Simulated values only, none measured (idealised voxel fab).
process module | voxel wiring stack
cross-section cut | 170 nm wide | cells 5 nm
A cross-section is a grid of square cells, given in bands from the top down. A band is one or more rows of cells.
Each band's line starts with the height of the band's top and of its bottom, in nm. Then come its materials from left to right, each with its width in nm. One material with "throughout" fills the band from edge to edge. "air" is empty space.
Height 0 is the level under which the wafer as received is all one material. The lowest band goes on downwards, as in "0 down".
A width such as "30 to 40" changes by the same amount from each row of cells to the next, from the band's top row to its bottom row.
"no change" after a step means that no cell of the cross-section changed.
closed voids: empty space of 8 cells or more with no open way to the top, each as width x height at its distance from the left edge, in nm
after a step's settings: what the simulator itself notes on the step
overlay nm, on a step with a mask: how far to the right of its planned place the mask lay; to the left if negative
plan
1 op RECEIVE | material Si
2 op CONFORMAL_DEP | material SiO2 | thk nm 15
3 op DIRECTIONAL_DEP | material TiN | thk nm 5
4 op DIRECTIONAL_DEP | material W | thk nm 15
5 op DIRECTIONAL_DEP | material aC | thk nm 15
6 op PATTERN | tone cover | mask id METAL_1 | material resist | width nm 25 | pitch nm 40 | thk nm 35 | overlay nm 0
7 op DIRECTIONAL_ETCH | etch materials aC | depth nm 15
8 op STRIP | etch materials resist
9 op DIRECTIONAL_ETCH | etch materials W | depth nm 15
10 op DIRECTIONAL_ETCH | etch materials TiN | depth nm 5
11 op STRIP | etch materials aC
12 op CONFORMAL_DEP | material SiN | thk nm 5
13 op FILL_DEP | material SiO2 | thk nm 5
14 op CMP | height nm 35
15 op CONFORMAL_DEP | material SiCN | thk nm 5
16 op DIRECTIONAL_DEP | material SiO2 | thk nm 25
17 op DIRECTIONAL_DEP | material aC | thk nm 15
18 op PATTERN | tone open | mask id METAL_2 | material resist | width nm 25 | pitch nm 40 | thk nm 30 | overlay nm 0
19 op DIRECTIONAL_ETCH | etch materials aC | depth nm 15
20 op STRIP | etch materials resist
21 op DIRECTIONAL_ETCH | etch materials SiO2 | depth nm 15
22 op STRIP | etch materials aC
23 op DIRECTIONAL_DEP | material aC | thk nm 10
24 op PATTERN | tone open | mask id METAL_2_HOLES | material resist | width nm 15 | pitch nm 80 | thk nm 30 | overlay nm 0
25 op DIRECTIONAL_ETCH | etch materials aC | depth nm 10
26 op STRIP | etch materials resist
27 op DIRECTIONAL_ETCH | etch materials SiO2 | depth nm 10
28 op DIRECTIONAL_ETCH | etch materials SiCN | depth nm 5
29 op STRIP | etch materials aC
30 op CONFORMAL_DEP | material TiN | thk nm 5
31 op FILL_DEP | material Cu | thk nm 5
32 op CMP | height nm 65
33 op CONFORMAL_DEP | material SiCN | thk nm 5
34 op DIRECTIONAL_DEP | material lowk | thk nm 25
35 op MASKED_ETCH | tone open | mask id METAL_3 | width nm 25 | pitch nm 40 | etch materials lowk | depth nm 15 | overlay nm 0
36 op MASKED_ETCH | tone open | mask id METAL_3_HOLES | width nm 15 | pitch nm 40 | etch materials lowk | depth nm 10 | overlay nm 0
37 op MASKED_ETCH | tone open | mask id METAL_3_HOLES | width nm 15 | pitch nm 40 | etch materials SiCN | depth nm 5 | overlay nm 0
38 op CONFORMAL_DEP | material TiN | thk nm 5
39 op FILL_DEP | material Cu | thk nm 10
40 op CMP | height nm 95
41 op CONFORMAL_DEP | material SiN | thk nm 5
as received, after step 1
  0 down: Si throughout
  closed voids: none
first wafer at the end, as planned
  100 to 95: SiN throughout
  95 to 85: lowk 30 | TiN 5 | Cu 15 | TiN 5 | lowk 15 | TiN 5 | Cu 15 | TiN 5 | lowk 15 | TiN 5 | Cu 15 | TiN 5 | lowk 35
  85 to 80: lowk 30 | TiN 5 | Cu 5 | TiN 15 | lowk 15 | TiN 5 | Cu 5 | TiN 15 | lowk 15 | TiN 5 | Cu 5 | TiN 15 | lowk 35
  80 to 70: lowk 30 | TiN 5 | Cu 5 | TiN 5 | lowk 25 | TiN 5 | Cu 5 | TiN 5 | lowk 25 | TiN 5 | Cu 5 | TiN 5 | lowk 45
  70 to 65: SiCN 30 | TiN 15 | SiCN 25 | TiN 15 | SiCN 25 | TiN 15 | SiCN 45
  65 to 55: SiO2 30 | TiN 5 | Cu 15 | TiN 5 | SiO2 15 | TiN 5 | Cu 15 | TiN 5 | SiO2 15 | TiN 5 | Cu 15 | TiN 5 | SiO2 35
  55 to 50: SiO2 30 | TiN 5 | Cu 5 | TiN 15 | SiO2 15 | TiN 25 | SiO2 15 | TiN 5 | Cu 5 | TiN 15 | SiO2 35
  50 to 40: SiO2 30 | TiN 5 | Cu 5 | TiN 5 | SiO2 65 | TiN 5 | Cu 5 | TiN 5 | SiO2 45
  40 to 35: SiCN 30 | TiN 15 | SiCN 65 | TiN 15 | SiCN 45
  35 to 20: SiO2 25 | SiN 5 | W 25 | SiN 5 | SiO2 5 | SiN 5 | W 25 | SiN 5 | SiO2 5 | SiN 5 | W 25 | SiN 5 | SiO2 30
  20 to 15: SiN 30 | TiN 25 | SiN 15 | TiN 25 | SiN 15 | TiN 25 | SiN 35
  15 to 0: SiO2 throughout
  0 down: Si throughout
  closed voids: none
second wafer at the end: like start, like plan, one mistake
  100 to 95: SiN throughout
  95 to 85: lowk 30 | TiN 5 | Cu 15 | TiN 5 | lowk 15 | TiN 5 | Cu 15 | TiN 5 | lowk 15 | TiN 5 | Cu 15 | TiN 5 | lowk 35
  85 to 80: lowk 30 | TiN 5 | Cu 5 | TiN 15 | lowk 15 | TiN 5 | Cu 5 | TiN 15 | lowk 15 | TiN 5 | Cu 5 | TiN 15 | lowk 35
  80 to 70: lowk 30 | TiN 5 | Cu 5 | TiN 5 | lowk 25 | TiN 5 | Cu 5 | TiN 5 | lowk 25 | TiN 5 | Cu 5 | TiN 5 | lowk 45
  70 to 65: SiCN 30 | TiN 15 | SiCN 25 | TiN 15 | SiCN 25 | TiN 15 | SiCN 45
  65 to 55: SiO2 30 | TiN 5 | Cu 15 | TiN 5 | SiO2 15 | TiN 5 | Cu 15 | TiN 5 | SiO2 15 | TiN 5 | Cu 15 | TiN 5 | SiO2 35
  55 to 50: SiO2 30 | TiN 5 | Cu 5 | TiN 15 | SiO2 15 | TiN 25 | SiO2 15 | TiN 5 | Cu 5 | TiN 15 | SiO2 35
  50 to 40: SiO2 30 | TiN 5 | Cu 5 | TiN 5 | SiO2 65 | TiN 5 | Cu 5 | TiN 5 | SiO2 45
  40 to 35: SiCN 30 | TiN 15 | SiCN 65 | TiN 15 | SiCN 45
  35 to 30: SiN 30 | TiN 25 | SiN 15 | TiN 25 | SiN 15 | TiN 25 | SiN 35
  30 to 0: SiO2 throughout
  0 down: Si throughout
  closed voids: none
what went wrong: step 2 was run twice
at the end the second wafer has, in cells: 18 fewer of SiN | 63 more of SiO2 | 45 fewer of W
